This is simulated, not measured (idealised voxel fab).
Proc. module: voxel released beams
The cross-section shown here is cut; it is 220 nm wide and divided into square cells measuring 5 nm on a side.
When this document writes out a cross-section, it uses a grid of square cells and lists it as bands, beginning at the top and moving down, with a band standing for one or more rows of cells. Band: top and bottom heights (nm) first, top before bottom; then materials from left to right, widths in nm. "all across" marks a sole material filling the band edge to edge. "air" denotes empty space. Ref level 0: as-received wafer is one material below here. Bottom band extends down with no lower bound ("0 down"). Graded width ("30 to 40"): value in top row of band = first number; value in bottom row = second number; row-to-row change constant. "remains unaltered" (step): cross-section cells unchanged, all of them. Reported under the label "Fully enclosed voids" are the empty spaces having no open way to the top and comprising 8 cells or more; the notation for each is width x height at distance, in which the distance is measured from the left edge and all three values are in nm. Read whatever lies past the settings on a step's line as the simulator's own remark about the step. What "overlay nm" on a step's line means: if the step has a mask, that mask lay this far to the right of its planned place, or, when the value is negative, to the left.

Planned step list for the process
| 1 | RECEIVE (material Si) |
| 2 | CONFORMAL_DEP (material SiN; thk nm 5) |
| 3 | DIRECTIONAL_DEP (material SiO2; thk nm 10) |
| 4 | MASKED_ETCH (tone open; mask id ANCHOR; width nm 35; etch materials SiO2; depth nm 10; overlay nm 0) |
| 5 | CONFORMAL_DEP (material TiN; thk nm 15) |
| 6 | DIRECTIONAL_DEP (material aC; thk nm 10) |
| 7 | PATTERN (tone cover; mask id BEAM; material resist; width nm 90; thk nm 30; overlay nm 0) |
| 8 | DIRECTIONAL_ETCH (etch materials aC; depth nm 10) |
| 9 | STRIP (etch materials resist) |
| 10 | DIRECTIONAL_ETCH (etch materials TiN; depth nm 15) |
| 11 | STRIP (etch materials aC) |
| 12 | STRIP (etch materials SiO2) |

Incoming wafer in cross-section (state: after step 1)
	0 down = Si all across
	Fully enclosed voids: none

End-of-module cross-section. Starting structure and process plan as above; one mistake made in running it
	30 to 15 = air: 60 | TiN: 90 | air: 70
	15 to 10 = SiN all across
	10 to 0 = SiO2 all across
	0 down = Si all across
	Fully enclosed voids: none
Want to know what went wrong? the processing plan was not followed for steps 2 and 3, which were run with their positions exchanged
